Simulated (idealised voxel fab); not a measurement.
The following process module bears the name voxel ribs on slabs.
The cross-section on display is named cut; it measures 275 nm wide, and its cells are 5 nm squares.
Reading order for cross-sections: top band down to bottom band. Underlying form: a grid of square cells. Band size: one or more rows of cells. Read a band's entry like this: the first values are the height of its top and the height of its bottom in nm, and what follows is the sequence of materials from left to right, each with its width in nm. Note that "air" is empty space, and that a single material marked "throughout" reaches across the band from edge to edge. Height datum 0, below which the as-received substrate wafer is one material. Lowest band open at the bottom, running downward: "from 0 down". A width given as "30->40" starts at the first number in the band's top row and ends at the second number in its bottom row, shifting by an equal amount at every step from row to row. "no change occurred" (step): cross-section cells unchanged, all of them. Listed in "Sealed void list": every empty space of 8 or more cells without an open way to the top. Form: width x height at distance, the distance being from the left edge, all in nm. Read whatever lies past the settings on a step's line as the simulator's own remark about the step. The optional step-line setting "overlay nm" applies to steps with a mask and quantifies how far to the right of its planned location the mask lay, a negative value indicating leftward placement.

**The process steps that were planned are listed below**
1,RECEIVE, material Si
2,DIRECTIONAL_DEP, material SiO2, thk nm 25
3,DIRECTIONAL_DEP, material SiN, thk nm 15
4,MASKED_ETCH, tone cover, mask id RIB, width nm 25, etch materials SiN, depth nm 5, overlay nm 0
5,DIRECTIONAL_DEP, material aC, thk nm 15
6,PATTERN, tone cover, mask id SLAB, material resist, width nm 55, thk nm 35, overlay nm 0
7,DIRECTIONAL_ETCH, etch materials aC, depth nm 15
8,STRIP, etch materials resist
9,DIRECTIONAL_ETCH, etch materials SiN, depth nm 10
10,STRIP, etch materials aC
11,FILL_DEP, material SiO2, thk nm 15
12,CMP, height nm 50
13,DIRECTIONAL_DEP, material W, thk nm 10
14,PATTERN, tone cover, mask id HEATER, material resist, width nm 35, thk nm 20, overlay nm 0
15,DIRECTIONAL_ETCH, etch materials W, depth nm 10
16,STRIP, etch materials resist
17,CONFORMAL_DEP, material SiN, thk nm 10

**Incoming wafer, cross-sectional view, post step 1**
    from 0 down | Si throughout
    Sealed void list: none

**Below is the wafer in cross-section after the module was completed. It began from the starting point shown above and followed the plan shown above, except that one mistake was made while running it**
    from 70 to 60 | 110 nm air, then 55 nm SiN, then 110 nm air
    from 60 to 50 | 120 nm SiN, then 35 nm W, then 120 nm SiN
    from 50 to 40 | 110 nm SiO2, then 55 nm SiN, then 110 nm SiO2
    from 40 to 25 | SiN throughout
    from 25 to 0 | SiO2 throughout
    from 0 down | Si throughout
    Sealed void list: none
Plan not followed: twice, step 3 of the plan was run
